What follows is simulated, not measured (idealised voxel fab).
Documented hereafter: the process module known as voxel transistor to metal.
Shown is cross-section cut, with a width of 170 nm and square cells of size 5 nm.
Cross-section format: a grid of square cells, given as bands from top to bottom; each band is one or more rows of cells. For a band, the entry starts with two heights in nm, that of the top and then that of the bottom, and carries on with the band's materials in order from left to right, each alongside its width in nm; the word "all across" beside a single material means it fills the band edge to edge, and "air" means empty space. The level at which height equals 0 is the one under which the wafer, as it arrives, is entirely one material. No lower edge exists for the bottom band, which continues downward and is notated as in "0 -> down". Width: "30..40" (first number = top row, second number = bottom row, same change from row to row of cells). It should be understood that the words "no change", when stated for a given step, signify that the cross-section underwent no change in any of its cells during that step. In the "Enclosed void listing" entry, you get each enclosed empty space of 8 cells or more, one with no open way to the top, written width x height at distance, distance from the left edge, in nm. It should be noted that, on the line of a given step, the content following the step's settings is a remark produced by the simulator itself with respect to that step. Among the settings permitted on a step's line is "overlay nm"; applied to a step with a mask, it specifies the extent to which the mask lay to the right of its planned position, whereas a negative figure signifies a position to the left. If you're wondering how to read the rest of this, here's the deal. It's pairs of cross-sections: one from before a process step, one from after it. The after one is only drawn as far down as the lowest band that changed. Right under each pair you'll see which step sits between them and what its settings were. Don't read the pairs as one continuous story, though. They can come from different runs of this module on the same starting wafer, and a pair only carries on from the one above it where its entry headed "Cross-section, before" says so.

[Cross-section, before]
85 -> 65  35 nm air  15 nm Ru  65 nm air  15 nm Ru  40 nm air
65 -> 60  35 nm air  15 nm TiN  65 nm air  15 nm TiN  40 nm air
60 -> 50  Ru all across
50 -> 45  40 nm TiN  20 nm Ru  45 nm TiN  20 nm Ru  45 nm TiN
45 -> 35  35 nm SiO2  5 nm TiN  20..15 nm Ru  5..10 nm TiN  35 nm SiO2  5..10 nm TiN  20..15 nm Ru  5 nm TiN  40 nm SiO2
35 -> 25  35 nm SiO2  5 nm TiN  15 nm Ru  5 nm TiN  5 nm SiN  5 nm SiO2  25 nm SiCN  5 nm SiO2  5 nm SiN  5 nm TiN  15 nm Ru  5 nm TiN  40 nm SiO2
25 -> 0  35 nm SiO2  5 nm TiN  15 nm Ru  5 nm TiN  5 nm SiN  5 nm SiO2  25 nm polySi  5 nm SiO2  5 nm SiN  5 nm TiN  15 nm Ru  5 nm TiN  40 nm SiO2
0 -> -5  25 nm SiO2  5 nm SiN  5 nm SiO2  25 nm TiN  5 nm SiN  5 nm SiO2  25 nm polySi  5 nm SiO2  5 nm SiN  25 nm TiN  5 nm SiO2  5 nm SiN  30 nm SiO2
-5 -> -10  30 nm SiO2  30 nm nSi  45 nm SiO2  30 nm nSi  35 nm SiO2
-10 -> -40  30 nm SiO2  105 nm Si  35 nm SiO2
-40 -> down  Si all across
Enclosed void listing: none

[Step Result]
95 -> 85  SiO2 all across
85 -> 65  35 nm SiO2  15 nm Ru  65 nm SiO2  15 nm Ru  40 nm SiO2
65 -> 60  35 nm SiO2  15 nm TiN  65 nm SiO2  15 nm TiN  40 nm SiO2
Below 60, the layers are the same as they were.
Enclosed void listing: none
Going from one cross-section above to the next, the wafer undergoes FILL_DEP | material SiO2 | thk nm 10

Cross-section, before: look at the pair above, its after cross-section is where this step starts.

[Step Result]
70 -> 65  35 nm SiO2  15 nm Ru  65 nm SiO2  15 nm Ru  40 nm SiO2
Below 65, the layers are the same as they were.
Enclosed void listing: none
Going from one cross-section above to the next, the wafer undergoes CMP | height nm 70

Cross-section, before: look at the pair above, its after cross-section is where this step starts.

[Step Result]
75 -> 70  SiCN all across
Below 70, the layers are the same as they were.
Enclosed void listing: none
Going from one cross-section above to the next, the wafer undergoes CONFORMAL_DEP | material SiCN | thk nm 5

Cross-section, before: look at the pair above, its after cross-section is where this step starts.

[Step Result]
105 -> 75  SiO2 all across
Below 75, the layers are the same as they were.
Enclosed void listing: none
Going from one cross-section above to the next, the wafer undergoes DIRECTIONAL_DEP | material SiO2 | thk nm 30

Cross-section, before: look at the pair above, its after cross-section is where this step starts.

[Step Result]
105 -> 90  35 nm SiO2  15 nm air  65 nm SiO2  15 nm air  40 nm SiO2
Below 90, the layers are the same as they were.
Enclosed void listing: none
Going from one cross-section above to the next, the wafer undergoes MASKED_ETCH | tone open | mask id METAL_2 | width nm 15 | pitch nm 80 | etch materials SiO2 | depth nm 15 | overlay nm 0

Cross-section, before: look at the pair above, its after cross-section is where this step starts.

[Step Result]
115 -> 105  35 nm aC  15 nm air  65 nm aC  15 nm air  40 nm aC
105 -> 100  35 nm SiO2  15 nm air  65 nm SiO2  15 nm air  40 nm SiO2
100 -> 90  35 nm SiO2  15 nm aC  65 nm SiO2  15 nm aC  40 nm SiO2
Below 90, the layers are the same as they were.
Enclosed void listing: none
Going from one cross-section above to the next, the wafer undergoes DIRECTIONAL_DEP | material aC | thk nm 10

Cross-section, before: look at the pair above, its after cross-section is where this step starts.

[Step Result]
140 -> 115  35 nm resist  15 nm air  65 nm resist  15 nm air  40 nm resist
Below 115, the layers are the same as they were.
Enclosed void listing: none
Going from one cross-section above to the next, the wafer undergoes PATTERN | tone open | mask id METAL_2_HOLES | material resist | width nm 15 | pitch nm 80 | thk nm 25 | overlay nm 0

Cross-section, before: look at the pair above, its after cross-section is where this step starts.

[Step Result]
130 -> 115  35 nm resist  15 nm air  65 nm resist  15 nm air  40 nm resist
115 -> 105  35 nm aC  15 nm air  65 nm aC  15 nm air  40 nm aC
105 -> 90  35 nm SiO2  15 nm air  65 nm SiO2  15 nm air  40 nm SiO2
Below 90, the layers are the same as they were.
Enclosed void listing: none
Going from one cross-section above to the next, the wafer undergoes DIRECTIONAL_ETCH | etch materials aC | depth nm 10

Cross-section, before: look at the pair above, its after cross-section is where this step starts.

[Step Result]
115 -> 105  35 nm aC  15 nm air  65 nm aC  15 nm air  40 nm aC
Below 105, the layers are the same as they were.
Enclosed void listing: none
Going from one cross-section above to the next, the wafer undergoes STRIP | etch materials resist

Cross-section, before: look at the pair above, its after cross-section is where this step starts.

[Step Result]
115 -> 105  35 nm aC  15 nm air  65 nm aC  15 nm air  40 nm aC
105 -> 75  35 nm SiO2  15 nm air  65 nm SiO2  15 nm air  40 nm SiO2
Below 75, the layers are the same as they were.
Enclosed void listing: none
Going from one cross-section above to the next, the wafer undergoes DIRECTIONAL_ETCH | etch materials SiO2 | depth nm 15

Cross-section, before: look at the pair above, its after cross-section is where this step starts.

[Step Result]
115 -> 105  35 nm aC  15 nm air  65 nm aC  15 nm air  40 nm aC
105 -> 75  35 nm SiO2  15 nm air  65 nm SiO2  15 nm air  40 nm SiO2
75 -> 70  35 nm SiCN  15 nm air  65 nm SiCN  15 nm air  40 nm SiCN
Below 70, the layers are the same as they were.
Enclosed void listing: none
Going from one cross-section above to the next, the wafer undergoes DIRECTIONAL_ETCH | etch materials SiCN | depth nm 5

Cross-section, before: look at the pair above, its after cross-section is where this step starts.

[Step Result]
105 -> 75  35 nm SiO2  15 nm air  65 nm SiO2  15 nm air  40 nm SiO2
Below 75, the layers are the same as they were.
Enclosed void listing: none
Going from one cross-section above to the next, the wafer undergoes STRIP | etch materials aC

Cross-section, before: look at the pair above, its after cross-section is where this step starts.

[Step Result]
110 -> 105  40 nm TiN  5 nm air  75 nm TiN  5 nm air  45 nm TiN
105 -> 75  35 nm SiO2  5 nm TiN  5 nm air  5 nm TiN  65 nm SiO2  5 nm TiN  5 nm air  5 nm TiN  40 nm SiO2
75 -> 70  35 nm SiCN  15 nm TiN  65 nm SiCN  15 nm TiN  40 nm SiCN
Below 70, the layers are the same as they were.
Enclosed void listing: none
Going from one cross-section above to the next, the wafer undergoes CONFORMAL_DEP | material TiN | thk nm 5

Cross-section, before: look at the pair above, its after cross-section is where this step starts.

[Step Result]
120 -> 110  Cu all across
110 -> 105  40 nm TiN  5 nm Cu  75 nm TiN  5 nm Cu  45 nm TiN
105 -> 75  35 nm SiO2  5 nm TiN  5 nm Cu  5 nm TiN  65 nm SiO2  5 nm TiN  5 nm Cu  5 nm TiN  40 nm SiO2
Below 75, the layers are the same as they were.
Enclosed void listing: none
Going from one cross-section above to the next, the wafer undergoes FILL_DEP | material Cu | thk nm 10

Cross-section, before: look at the pair above, its after cross-section is where this step starts.

[Step Result]
105 -> 75  35 nm SiO2  5 nm TiN  5 nm Cu  5 nm TiN  65 nm SiO2  5 nm TiN  5 nm Cu  5 nm TiN  40 nm SiO2
Below 75, the layers are the same as they were.
Enclosed void listing: none
Going from one cross-section above to the next, the wafer undergoes CMP | height nm 105

Cross-section, before: look at the pair above, its after cross-section is where this step starts.

[Step Result]
110 -> 105  SiN all across
Below 105, the layers are the same as they were.
Enclosed void listing: none
Going from one cross-section above to the next, the wafer undergoes CONFORMAL_DEP | material SiN | thk nm 5

[Cross-section, before]
105 -> 75  SiO2 all across
75 -> 70  SiCN all across
70 -> 50  35 nm SiO2  15 nm Ru  65 nm SiO2  15 nm Ru  40 nm SiO2
50 -> 45  35 nm SiO2  15 nm TiN  65 nm SiO2  15 nm TiN  40 nm SiO2
45 -> 35  35 nm SiO2  5 nm TiN  20..15 nm Ru  5..10 nm TiN  35 nm SiO2  5..10 nm TiN  20..15 nm Ru  5 nm TiN  40 nm SiO2
35 -> 25  35 nm SiO2  5 nm TiN  15 nm Ru  5 nm TiN  5 nm SiN  5 nm SiO2  25 nm SiCN  5 nm SiO2  5 nm SiN  5 nm TiN  15 nm Ru  5 nm TiN  40 nm SiO2
25 -> 0  35 nm SiO2  5 nm TiN  15 nm Ru  5 nm TiN  5 nm SiN  5 nm SiO2  25 nm polySi  5 nm SiO2  5 nm SiN  5 nm TiN  15 nm Ru  5 nm TiN  40 nm SiO2
0 -> -5  25 nm SiO2  5 nm SiN  5 nm SiO2  25 nm TiN  5 nm SiN  5 nm SiO2  25 nm polySi  5 nm SiO2  5 nm SiN  25 nm TiN  5 nm SiO2  5 nm SiN  30 nm SiO2
-5 -> -10  30 nm SiO2  30 nm nSi  45 nm SiO2  30 nm nSi  35 nm SiO2
-10 -> -40  30 nm SiO2  105 nm Si  35 nm SiO2
-40 -> down  Si all across
Enclosed void listing: none

[Step Result]
135 -> 75  SiO2 all across
Below 75, the layers are the same as they were.
Enclosed void listing: none
Going from one cross-section above to the next, the wafer undergoes DIRECTIONAL_DEP | material SiO2 | thk nm 30

Cross-section, before: look at the pair above, its after cross-section is where this step starts.

[Step Result]
135 -> 120  35 nm SiO2  15 nm air  65 nm SiO2  15 nm air  40 nm SiO2
Below 120, the layers are the same as they were.
Enclosed void listing: none
Going from one cross-section above to the next, the wafer undergoes MASKED_ETCH | tone open | mask id METAL_2 | width nm 15 | pitch nm 80 | etch materials SiO2 | depth nm 15 | overlay nm 0

Cross-section, before: look at the pair above, its after cross-section is where this step starts.

[Step Result]
145 -> 135  35 nm aC  15 nm air  65 nm aC  15 nm air  40 nm aC
135 -> 130  35 nm SiO2  15 nm air  65 nm SiO2  15 nm air  40 nm SiO2
130 -> 120  35 nm SiO2  15 nm aC  65 nm SiO2  15 nm aC  40 nm SiO2
Below 120, the layers are the same as they were.
Enclosed void listing: none
Going from one cross-section above to the next, the wafer undergoes DIRECTIONAL_DEP | material aC | thk nm 10

Cross-section, before: look at the pair above, its after cross-section is where this step starts.

[Step Result]
170 -> 145  35 nm resist  15 nm air  65 nm resist  15 nm air  40 nm resist
Below 145, the layers are the same as they were.
Enclosed void listing: none
Going from one cross-section above to the next, the wafer undergoes PATTERN | tone open | mask id METAL_2_HOLES | material resist | width nm 15 | pitch nm 80 | thk nm 25 | overlay nm 0

Cross-section, before: look at the pair above, its after cross-section is where this step starts.

[Step Result]
160 -> 145  35 nm resist  15 nm air  65 nm resist  15 nm air  40 nm resist
145 -> 135  35 nm aC  15 nm air  65 nm aC  15 nm air  40 nm aC
135 -> 120  35 nm SiO2  15 nm air  65 nm SiO2  15 nm air  40 nm SiO2
Below 120, the layers are the same as they were.
Enclosed void listing: none
Going from one cross-section above to the next, the wafer undergoes DIRECTIONAL_ETCH | etch materials aC | depth nm 10

Cross-section, before: look at the pair above, its after cross-section is where this step starts.

[Step Result]
145 -> 135  35 nm aC  15 nm air  65 nm aC  15 nm air  40 nm aC
Below 135, the layers are the same as they were.
Enclosed void listing: none
Going from one cross-section above to the next, the wafer undergoes STRIP | etch materials resist

Cross-section, before: look at the pair above, its after cross-section is where this step starts.

[Step Result]
145 -> 135  35 nm aC  15 nm air  65 nm aC  15 nm air  40 nm aC
135 -> 105  35 nm SiO2  15 nm air  65 nm SiO2  15 nm air  40 nm SiO2
Below 105, the layers are the same as they were.
Enclosed void listing: none
Going from one cross-section above to the next, the wafer undergoes DIRECTIONAL_ETCH | etch materials SiO2 | depth nm 15

Cross-section, before: look at the pair above, its after cross-section is where this step starts.

[Step Result]
135 -> 105  35 nm SiO2  15 nm air  65 nm SiO2  15 nm air  40 nm SiO2
Below 105, the layers are the same as they were.
Enclosed void listing: none
Going from one cross-section above to the next, the wafer undergoes STRIP | etch materials aC

Cross-section, before: look at the pair above, its after cross-section is where this step starts.

[Step Result]
140 -> 135  40 nm TiN  5 nm air  75 nm TiN  5 nm air  45 nm TiN
135 -> 110  35 nm SiO2  5 nm TiN  5 nm air  5 nm TiN  65 nm SiO2  5 nm TiN  5 nm air  5 nm TiN  40 nm SiO2
110 -> 105  35 nm SiO2  15 nm TiN  65 nm SiO2  15 nm TiN  40 nm SiO2
Below 105, the layers are the same as they were.
Enclosed void listing: none
Going from one cross-section above to the next, the wafer undergoes CONFORMAL_DEP | material TiN | thk nm 5

Cross-section, before: look at the pair above, its after cross-section is where this step starts.

[Step Result]
150 -> 140  Cu all across
140 -> 135  40 nm TiN  5 nm Cu  75 nm TiN  5 nm Cu  45 nm TiN
135 -> 110  35 nm SiO2  5 nm TiN  5 nm Cu  5 nm TiN  65 nm SiO2  5 nm TiN  5 nm Cu  5 nm TiN  40 nm SiO2
Below 110, the layers are the same as they were.
Enclosed void listing: none
Going from one cross-section above to the next, the wafer undergoes FILL_DEP | material Cu | thk nm 10

Cross-section, before: look at the pair above, its after cross-section is where this step starts.

[Step Result]
105 -> 75  SiO2 all across
Below 75, the layers are the same as they were.
Enclosed void listing: none
Going from one cross-section above to the next, the wafer undergoes CMP | height nm 105

Cross-section, before: look at the pair above, its after cross-section is where this step starts.

[Step Result]
110 -> 105  SiN all across
Below 105, the layers are the same as they were.
Enclosed void listing: none
Going from one cross-section above to the next, the wafer undergoes CONFORMAL_DEP | material SiN | thk nm 5

[Cross-section, before]
15 -> 5  25 nm air  115 nm SiN  30 nm air
5 -> 0  25 nm SiO2  115 nm SiN  30 nm SiO2
0 -> -5  SiO2 all across
-5 -> -40  30 nm SiO2  105 nm Si  35 nm SiO2
-40 -> down  Si all across
Enclosed void listing: none

[Step Result]
15 -> 0  25 nm air  115 nm SiN  30 nm air
Below 0, the layers are the same as they were.
Enclosed void listing: none
Going from one cross-section above to the next, the wafer undergoes SELECTIVE_ETCH | etch materials SiO2 | depth nm 5

Cross-section, before: look at the pair above, its after cross-section is where this step starts.

[Step Result]
0 -> -5  SiO2 all across
Below -5, the layers are the same as they were.
Enclosed void listing: none
Going from one cross-section above to the next, the wafer undergoes STRIP | etch materials SiN

Cross-section, before: look at the pair above, its after cross-section is where this step starts.

[Step Result]
30 -> 0  polySi all across
Below 0, the layers are the same as they were.
Enclosed void listing: none
Going from one cross-section above to the next, the wafer undergoes DIRECTIONAL_DEP | material polySi | thk nm 30

Cross-section, before: look at the pair above, its after cross-section is where this step starts.

[Step Result]
40 -> 30  SiCN all across
Below 30, the layers are the same as they were.
Enclosed void listing: none
Going from one cross-section above to the next, the wafer undergoes DIRECTIONAL_DEP | material SiCN | thk nm 10

Cross-section, before: look at the pair above, its after cross-section is where this step starts.

[Step Result]
50 -> 40  aC all across
Below 40, the layers are the same as they were.
Enclosed void listing: none
Going from one cross-section above to the next, the wafer undergoes DIRECTIONAL_DEP | material aC | thk nm 10

Cross-section, before: look at the pair above, its after cross-section is where this step starts.

[Step Result]
80 -> 50  70 nm air  25 nm resist  75 nm air
Below 50, the layers are the same as they were.
Enclosed void listing: none
Going from one cross-section above to the next, the wafer undergoes PATTERN | tone cover | mask id GATE | material resist | width nm 25 | thk nm 30 | overlay nm 0

Cross-section, before: look at the pair above, its after cross-section is where this step starts.

[Step Result]
70 -> 50  70 nm air  25 nm resist  75 nm air
50 -> 40  70 nm air  25 nm aC  75 nm air
Below 40, the layers are the same as they were.
Enclosed void listing: none
Going from one cross-section above to the next, the wafer undergoes DIRECTIONAL_ETCH | etch materials aC | depth nm 10

Cross-section, before: look at the pair above, its after cross-section is where this step starts.

[Step Result]
50 -> 40  70 nm air  25 nm aC  75 nm air
Below 40, the layers are the same as they were.
Enclosed void listing: none
Going from one cross-section above to the next, the wafer undergoes STRIP | etch materials resist

Cross-section, before: look at the pair above, its after cross-section is where this step starts.

[Step Result]
50 -> 40  70 nm air  25 nm aC  75 nm air
40 -> 30  70 nm air  25 nm SiCN  75 nm air
Below 30, the layers are the same as they were.
Enclosed void listing: none
Going from one cross-section above to the next, the wafer undergoes DIRECTIONAL_ETCH | etch materials SiCN | depth nm 20

Cross-section, before: look at the pair above, its after cross-section is where this step starts.

[Step Result]
50 -> 40  70 nm air  25 nm aC  75 nm air
40 -> 30  70 nm air  25 nm SiCN  75 nm air
30 -> 0  70 nm air  25 nm polySi  75 nm air
Below 0, the layers are the same as they were.
Enclosed void listing: none
Going from one cross-section above to the next, the wafer undergoes DIRECTIONAL_ETCH | etch materials polySi | depth nm 40

Cross-section, before: look at the pair above, its after cross-section is where this step starts.

[Step Result]
40 -> 30  70 nm air  25 nm SiCN  75 nm air
Below 30, the layers are the same as they were.
Enclosed void listing: none
Going from one cross-section above to the next, the wafer undergoes STRIP | etch materials aC

Cross-section, before: look at the pair above, its after cross-section is where this step starts.

[Step Result]
45 -> 40  65 nm air  35 nm SiO2  70 nm air
40 -> 30  65 nm air  5 nm SiO2  25 nm SiCN  5 nm SiO2  70 nm air
30 -> 5  65 nm air  5 nm SiO2  25 nm polySi  5 nm SiO2  70 nm air
5 -> 0  70 nm SiO2  25 nm polySi  75 nm SiO2
Below 0, the layers are the same as they were.
Enclosed void listing: none
Going from one cross-section above to the next, the wafer undergoes CONFORMAL_DEP | material SiO2 | thk nm 5

Cross-section, before: look at the pair above, its after cross-section is where this step starts.

[Step Result]
40 -> 30  65 nm air  5 nm SiO2  25 nm SiCN  5 nm SiO2  70 nm air
30 -> 0  65 nm air  5 nm SiO2  25 nm polySi  5 nm SiO2  70 nm air
Below 0, the layers are the same as they were.
Enclosed void listing: none
Going from one cross-section above to the next, the wafer undergoes DIRECTIONAL_ETCH | etch materials SiO2 | depth nm 5

Cross-section, before: look at the pair above, its after cross-section is where this step starts.

[Step Result]
45 -> 40  60 nm air  45 nm SiN  65 nm air
40 -> 30  60 nm air  5 nm SiN  5 nm SiO2  25 nm SiCN  5 nm SiO2  5 nm SiN  65 nm air
30 -> 5  60 nm air  5 nm SiN  5 nm SiO2  25 nm polySi  5 nm SiO2  5 nm SiN  65 nm air
5 -> 0  65 nm SiN  5 nm SiO2  25 nm polySi  5 nm SiO2  70 nm SiN
Below 0, the layers are the same as they were.
Enclosed void listing: none
Going from one cross-section above to the next, the wafer undergoes CONFORMAL_DEP | material SiN | thk nm 5

Cross-section, before: look at the pair above, its after cross-section is where this step starts.

[Step Result]
40 -> 30  60 nm air  5 nm SiN  5 nm SiO2  25 nm SiCN  5 nm SiO2  5 nm SiN  65 nm air
30 -> 0  60 nm air  5 nm SiN  5 nm SiO2  25 nm polySi  5 nm SiO2  5 nm SiN  65 nm air
Below 0, the layers are the same as they were.
Enclosed void listing: none
Going from one cross-section above to the next, the wafer undergoes DIRECTIONAL_ETCH | etch materials SiN | depth nm 5

Cross-section, before: look at the pair above, its after cross-section is where this step starts.

[Step Result]
40 -> 35  60 nm air  5 nm SiN  5 nm air  25 nm SiCN  5 nm air  5 nm SiN  65 nm air
35 -> 30  60 nm air  5 nm SiN  5 nm SiO2  25 nm SiCN  5 nm SiO2  5 nm SiN  65 nm air
30 -> 0  60 nm air  5 nm SiN  5 nm SiO2  25 nm polySi  5 nm SiO2  5 nm SiN  65 nm air
0 -> -5  60 nm air  45 nm SiO2  65 nm air
Below -5, the layers are the same as they were.
Enclosed void listing: none
Going from one cross-section above to the next, the wafer undergoes DIRECTIONAL_ETCH | etch materials SiO2 | depth nm 5

Cross-section, before: look at the pair above, its after cross-section is where this step starts.

[Step Result]
40 -> 35  60 nm air  5 nm SiN  5 nm air  25 nm SiCN  5 nm air  5 nm SiN  65 nm air
35 -> 30  60 nm air  5 nm SiN  5 nm SiO2  25 nm SiCN  5 nm SiO2  5 nm SiN  65 nm air
30 -> 0  60 nm air  5 nm SiN  5 nm SiO2  25 nm polySi  5 nm SiO2  5 nm SiN  65 nm air
0 -> -5  25 nm air  35 nm nSi  45 nm SiO2  35 nm nSi  30 nm air
Below -5, the layers are the same as they were.
Enclosed void listing: none
Going from one cross-section above to the next, the wafer undergoes EPI | material nSi | thk nm 5

Cross-section, before: look at the pair above, its after cross-section is where this step starts.

[Step Result]
45 -> 40  SiO2 all across
40 -> 30  60 nm SiO2  5 nm SiN  5 nm SiO2  25 nm SiCN  5 nm SiO2  5 nm SiN  65 nm SiO2
30 -> 0  60 nm SiO2  5 nm SiN  5 nm SiO2  25 nm polySi  5 nm SiO2  5 nm SiN  65 nm SiO2
0 -> -5  25 nm SiO2  35 nm nSi  45 nm SiO2  35 nm nSi  30 nm SiO2
Below -5, the layers are the same as they were.
Enclosed void listing: none
Going from one cross-section above to the next, the wafer undergoes FILL_DEP | material SiO2 | thk nm 5

Cross-section, before: look at the pair above, its after cross-section is where this step starts.

[Step Result]
35 -> 30  60 nm SiO2  5 nm SiN  5 nm SiO2  25 nm SiCN  5 nm SiO2  5 nm SiN  65 nm SiO2
Below 30, the layers are the same as they were.
Enclosed void listing: none
Going from one cross-section above to the next, the wafer undergoes CMP | height nm 35

Cross-section, before: look at the pair above, its after cross-section is where this step starts.

[Step Result]
45 -> 35  SiO2 all across
Below 35, the layers are the same as they were.
Enclosed void listing: none
Going from one cross-section above to the next, the wafer undergoes DIRECTIONAL_DEP | material SiO2 | thk nm 10

Cross-section, before: look at the pair above, its after cross-section is where this step starts.

[Step Result]
55 -> 45  aC all across
Below 45, the layers are the same as they were.
Enclosed void listing: none
Going from one cross-section above to the next, the wafer undergoes DIRECTIONAL_DEP | material aC | thk nm 10

Cross-section, before: look at the pair above, its after cross-section is where this step starts.

[Step Result]
85 -> 55  35 nm resist  30 nm air  35 nm resist  30 nm air  40 nm resist
Below 55, the layers are the same as they were.
Enclosed void listing: none
Going from one cross-section above to the next, the wafer undergoes PATTERN | tone open | mask id CONTACT | material resist | width nm 30 | pitch nm 65 | thk nm 30 | overlay nm 0

Cross-section, before: look at the pair above, its after cross-section is where this step starts.

[Step Result]
75 -> 55  35 nm resist  30 nm air  35 nm resist  30 nm air  40 nm resist
55 -> 45  35 nm aC  30 nm air  35 nm aC  30 nm air  40 nm aC
Below 45, the layers are the same as they were.
Enclosed void listing: none
Going from one cross-section above to the next, the wafer undergoes DIRECTIONAL_ETCH | etch materials aC | depth nm 10

Cross-section, before: look at the pair above, its after cross-section is where this step starts.

[Step Result]
55 -> 45  35 nm aC  30 nm air  35 nm aC  30 nm air  40 nm aC
Below 45, the layers are the same as they were.
Enclosed void listing: none
Going from one cross-section above to the next, the wafer undergoes STRIP | etch materials resist

Cross-section, before: look at the pair above, its after cross-section is where this step starts.

[Step Result]
55 -> 45  35 nm aC  30 nm air  35 nm aC  30 nm air  40 nm aC
45 -> 35  35 nm SiO2  30 nm air  35 nm SiO2  30 nm air  40 nm SiO2
35 -> 30  35 nm SiO2  25 nm air  5 nm SiN  5 nm SiO2  25 nm SiCN  5 nm SiO2  5 nm SiN  25 nm air  40 nm SiO2
30 -> 0  35 nm SiO2  25 nm air  5 nm SiN  5 nm SiO2  25 nm polySi  5 nm SiO2  5 nm SiN  25 nm air  40 nm SiO2
Below 0, the layers are the same as they were.
Enclosed void listing: none
Going from one cross-section above to the next, the wafer undergoes DIRECTIONAL_ETCH | etch materials SiO2 | depth nm 50

Cross-section, before: look at the pair above, its after cross-section is where this step starts.

[Step Result]
45 -> 35  35 nm SiO2  30 nm air  35 nm SiO2  30 nm air  40 nm SiO2
Below 35, the layers are the same as they were.
Enclosed void listing: none
Going from one cross-section above to the next, the wafer undergoes STRIP | etch materials aC

Cross-section, before: look at the pair above, its after cross-section is where this step starts.

[Step Result]
50 -> 45  40 nm TiN  20 nm air  45 nm TiN  20 nm air  45 nm TiN
45 -> 35  35 nm SiO2  5 nm TiN  20..15 nm air  5..10 nm TiN  35 nm SiO2  5..10 nm TiN  20..15 nm air  5 nm TiN  40 nm SiO2
35 -> 30  35 nm SiO2  5 nm TiN  15 nm air  5 nm TiN  5 nm SiN  5 nm SiO2  25 nm SiCN  5 nm SiO2  5 nm SiN  5 nm TiN  15 nm air  5 nm TiN  40 nm SiO2
30 -> 5  35 nm SiO2  5 nm TiN  15 nm air  5 nm TiN  5 nm SiN  5 nm SiO2  25 nm polySi  5 nm SiO2  5 nm SiN  5 nm TiN  15 nm air  5 nm TiN  40 nm SiO2
5 -> 0  35 nm SiO2  25 nm TiN  5 nm SiN  5 nm SiO2  25 nm polySi  5 nm SiO2  5 nm SiN  25 nm TiN  40 nm SiO2
Below 0, the layers are the same as they were.
Enclosed void listing: none
Going from one cross-section above to the next, the wafer undergoes CONFORMAL_DEP | material TiN | thk nm 5

Cross-section, before: look at the pair above, its after cross-section is where this step starts.

[Step Result]
60 -> 50  Ru all across
50 -> 45  40 nm TiN  20 nm Ru  45 nm TiN  20 nm Ru  45 nm TiN
45 -> 35  35 nm SiO2  5 nm TiN  20..15 nm Ru  5..10 nm TiN  35 nm SiO2  5..10 nm TiN  20..15 nm Ru  5 nm TiN  40 nm SiO2
35 -> 30  35 nm SiO2  5 nm TiN  15 nm Ru  5 nm TiN  5 nm SiN  5 nm SiO2  25 nm SiCN  5 nm SiO2  5 nm SiN  5 nm TiN  15 nm Ru  5 nm TiN  40 nm SiO2
30 -> 5  35 nm SiO2  5 nm TiN  15 nm Ru  5 nm TiN  5 nm SiN  5 nm SiO2  25 nm polySi  5 nm SiO2  5 nm SiN  5 nm TiN  15 nm Ru  5 nm TiN  40 nm SiO2
Below 5, the layers are the same as they were.
Enclosed void listing: none
Going from one cross-section above to the next, the wafer undergoes FILL_DEP | material Ru | thk nm 10

Cross-section, before: look at the pair above, its after cross-section is where this step starts.

[Step Result]
45 -> 35  35 nm SiO2  5 nm TiN  20..15 nm Ru  5..10 nm TiN  35 nm SiO2  5..10 nm TiN  20..15 nm Ru  5 nm TiN  40 nm SiO2
Below 35, the layers are the same as they were.
Enclosed void listing: none
Going from one cross-section above to the next, the wafer undergoes CMP | height nm 45

Cross-section, before: look at the pair above, its after cross-section is where this step starts.

[Step Result]
50 -> 45  TiN all across
Below 45, the layers are the same as they were.
Enclosed void listing: none
Going from one cross-section above to the next, the wafer undergoes DIRECTIONAL_DEP | material TiN | thk nm 5

Cross-section, before: look at the pair above, its after cross-section is where this step starts.

[Step Result]
70 -> 50  Ru all across
Below 50, the layers are the same as they were.
Enclosed void listing: none
Going from one cross-section above to the next, the wafer undergoes DIRECTIONAL_DEP | material Ru | thk nm 20

Cross-section, before: look at the pair above, its after cross-section is where this step starts.

[Step Result]
70 -> 50  35 nm air  15 nm Ru  65 nm air  15 nm Ru  40 nm air
Below 50, the layers are the same as they were.
Enclosed void listing: none
Going from one cross-section above to the next, the wafer undergoes MASKED_ETCH | tone cover | mask id METAL_1 | width nm 15 | pitch nm 80 | etch materials Ru | depth nm 20 | overlay nm 0

Cross-section, before: look at the pair above, its after cross-section is where this step starts.

[Step Result]
70 -> 50  35 nm air  15 nm Ru  65 nm air  15 nm Ru  40 nm air
50 -> 45  35 nm air  15 nm TiN  65 nm air  15 nm TiN  40 nm air
Below 45, the layers are the same as they were.
Enclosed void listing: none
Going from one cross-section above to the next, the wafer undergoes MASKED_ETCH | tone cover | mask id METAL_1 | width nm 15 | pitch nm 80 | etch materials TiN | depth nm 5 | overlay nm 0

Cross-section, before: look at the pair above, its after cross-section is where this step starts.

[Step Result]
80 -> 70  SiO2 all across
70 -> 50  35 nm SiO2  15 nm Ru  65 nm SiO2  15 nm Ru  40 nm SiO2
50 -> 45  35 nm SiO2  15 nm TiN  65 nm SiO2  15 nm TiN  40 nm SiO2
Below 45, the layers are the same as they were.
Enclosed void listing: none
Going from one cross-section above to the next, the wafer undergoes FILL_DEP | material SiO2 | thk nm 10

Cross-section, before: look at the pair above, its after cross-section is where this step starts.

[Step Result]
70 -> 50  35 nm SiO2  15 nm Ru  65 nm SiO2  15 nm Ru  40 nm SiO2
Below 50, the layers are the same as they were.
Enclosed void listing: none
Going from one cross-section above to the next, the wafer undergoes CMP | height nm 70

Cross-section, before: look at the pair above, its after cross-section is where this step starts.

[Step Result]
75 -> 70  SiCN all across
Below 70, the layers are the same as they were.
Enclosed void listing: none
Going from one cross-section above to the next, the wafer undergoes CONFORMAL_DEP | material SiCN | thk nm 5

Cross-section, before: look at the pair above, its after cross-section is where this step starts.

[Step Result]
105 -> 75  SiO2 all across
Below 75, the layers are the same as they were.
Enclosed void listing: none
Going from one cross-section above to the next, the wafer undergoes DIRECTIONAL_DEP | material SiO2 | thk nm 30

Cross-section, before: look at the pair above, its after cross-section is where this step starts.

[Step Result]
105 -> 90  35 nm SiO2  15 nm air  65 nm SiO2  15 nm air  40 nm SiO2
Below 90, the layers are the same as they were.
Enclosed void listing: none
Going from one cross-section above to the next, the wafer undergoes MASKED_ETCH | tone open | mask id METAL_2 | width nm 15 | pitch nm 80 | etch materials SiO2 | depth nm 15 | overlay nm 0

Cross-section, before: look at the pair above, its after cross-section is where this step starts.

[Step Result]
115 -> 105  35 nm aC  15 nm air  65 nm aC  15 nm air  40 nm aC
105 -> 100  35 nm SiO2  15 nm air  65 nm SiO2  15 nm air  40 nm SiO2
100 -> 90  35 nm SiO2  15 nm aC  65 nm SiO2  15 nm aC  40 nm SiO2
Below 90, the layers are the same as they were.
Enclosed void listing: none
Going from one cross-section above to the next, the wafer undergoes DIRECTIONAL_DEP | material aC | thk nm 10
